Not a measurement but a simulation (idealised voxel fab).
Name of the process module below: voxel ribs on slabs
Section shown: cut. Width: 270 nm. Cell size: 5 nm, square.
How to read a cross-section here: the picture is a grid of square cells, written as bands going from the top down, and any band can span one or more rows of cells.
A band entry consists of two parts. The first gives the height of the band's top and the height of its bottom, in nm. The rest lists the band's materials from left to right, each with its width in nm. A single material labelled with the word "all across" fills the band from edge to edge, and the word "blank" marks empty space.
Beneath 0, the wafer as received is one material, and that level is where height counting begins. The lowest band goes on downward without a bottom; it is written like "0..down".
Width: "30 to 40" (first number = top row, second number = bottom row, same change from row to row of cells).
A step reported as "remained unchanged" is a step in which no cell of the cross-section changed.
Look at "Enclosed void entries" for the closed voids: empty spaces with no open path to the top, sized 8 cells or up. Each is width x height at distance, distance from the left edge, all nm.
The remark found on a step's line after its settings is issued by the simulator itself and pertains to that step.
Regarding "overlay nm": on a step with a mask, it is the distance the mask lay to the right of its planned place; a negative value places it to the left.

The planned process steps are enumerated hereunder:
1,RECEIVE with material Si
2,DIRECTIONAL_DEP with material SiO2, thk nm 30
3,DIRECTIONAL_DEP with material polySi, thk nm 15
4,MASKED_ETCH with tone cover, mask id RIB, width nm 15, etch materials polySi, depth nm 10, overlay nm 0
5,PATTERN with tone cover, mask id SLAB, material resist, width nm 65, thk nm 15, overlay nm 0
6,DIRECTIONAL_ETCH with etch materials polySi, depth nm 5
7,STRIP with etch materials resist
8,FILL_DEP with material SiO2, thk nm 25
9,CMP with height nm 65
10,DIRECTIONAL_DEP with material W, thk nm 10
11,MASKED_ETCH with tone cover, mask id HEATER, width nm 25, etch materials W, depth nm 10, overlay nm 0
12,CONFORMAL_DEP with material SiO2, thk nm 10

Cross-section of the wafer at receipt, which is the condition after step 1:
> 0..down = Si all across
> Enclosed void entries: none

Cross-sectional image of the first of two wafers at the end of the module, the run having proceeded as planned:
> 85..75 = 110 of blank; 45 of SiO2; 115 of blank
> 75..65 = 120 of SiO2; 25 of W; 125 of SiO2
> 65..45 = SiO2 all across
> 45..35 = 125 of SiO2; 15 of polySi; 130 of SiO2
> 35..30 = 100 of SiO2; 65 of polySi; 105 of SiO2
> 30..0 = SiO2 all across
> 0..down = Si all across
> Enclosed void entries: none

Wafer two cross-section, module end. Start and plan unchanged from wafer one; one mistake made during the run:
> 85..75 = 115 of blank; 35 of SiO2; 120 of blank
> 75..65 = 125 of SiO2; 15 of W; 130 of SiO2
> 65..45 = SiO2 all across
> 45..35 = 125 of SiO2; 15 of polySi; 130 of SiO2
> 35..30 = 100 of SiO2; 65 of polySi; 105 of SiO2
> 30..0 = SiO2 all across
> 0..down = Si all across
> Enclosed void entries: none
Diagnosis: step 11 was not run as planned; what actually ran was MASKED_ETCH with tone cover, mask id HEATER, width nm 15, etch materials W, depth nm 10, overlay nm 0
Wafer comparison, final, in cells, second relative to first, materials more or fewer: W: 4 fewer
